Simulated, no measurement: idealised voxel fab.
The name of this process module is voxel tone inversion.
We display cut, a cross-section 255 nm in width whose square cells are each 5 nm.
Throughout this document, each cross-section is represented as a grid of square cells and is presented as a sequence of bands enumerated from the top downward, where a band comprises one or more rows of cells. Top, bottom (nm), then materials left to right with widths (nm); lone material tagged "full width" fills the whole band edge to edge; "blank" = empty space. Ref level 0: as-received wafer is one material below here. Bottom band extends down with no lower bound ("0..down"). Width: "30->40" (first number = top row, second number = bottom row, same change from row to row of cells). No cell of the cross-section changed in a step that is given as "no change". So "Tabulated closed voids" is basically the list of trapped voids: any empty space of 8 cells or more that can't reach the top through an opening. They're written width x height at distance, the distance being from the left edge, and it's all nm. Past the settings on a step's line: simulator remark, on that step. Regarding "overlay nm": on a step with a mask, it is the distance the mask lay to the right of its planned place; a negative value places it to the left.
PROCESS STEPS FORESEEN IN THE PLAN
1,RECEIVE, material Si
2,CONFORMAL_DEP, material SiN, thk nm 10
3,DIRECTIONAL_DEP, material polySi, thk nm 25
4,PATTERN, tone cover, mask id POSTS, material resist, width nm 25, pitch nm 40, thk nm 30, overlay nm 0
5,DIRECTIONAL_ETCH, etch materials polySi, depth nm 25
6,STRIP, etch materials resist
7,FILL_DEP, material lowk, thk nm 5
8,CMP, height nm 35
9,STRIP, etch materials polySi
10,CONFORMAL_DEP, material TiN, thk nm 5
11,FILL_DEP, material Cu, thk nm 10
12,CMP, height nm 35
13,CONFORMAL_DEP, material SiCN, thk nm 5
HERE'S WHAT THE WAFER LOOKED LIKE IN CROSS-SECTION WHEN IT ARRIVED - THAT'S AFTER STEP 1
> 0..down  Si full width
> Tabulated closed voids: none
FIRST WAFER OF TWO, SECTIONED AT END OF MODULE; RUN WENT PER PLAN
> 40..35  SiCN full width
> 35..15  lowk=95, then TiN=5, then Cu=15, then TiN=5, then lowk=15, then TiN=5, then Cu=15, then TiN=5, then lowk=95
> 15..10  lowk=95, then TiN=25, then lowk=15, then TiN=25, then lowk=95
> 10..0  SiN full width
> 0..down  Si full width
> Tabulated closed voids: none
CROSS-SECTIONAL VIEW: SECOND OF TWO WAFERS, END OF MODULE; START AND PLAN IDENTICAL TO THE FIRST, ONE MISTAKE IN RUNNING
> 40..35  SiCN full width
> 35..30  lowk full width
> 30..10  lowk=95, then polySi=25, then lowk=15, then polySi=25, then lowk=95
> 10..0  SiN full width
> 0..down  Si full width
> Tabulated closed voids: none
Diagnosis: step 3: run off-plan, actual operation and settings DIRECTIONAL_DEP, material polySi, thk nm 20
Cell-count delta at end, second wafer over first, by material: Cu: 24 fewer, TiN: 26 fewer, lowk: 10 more, polySi: 40 more
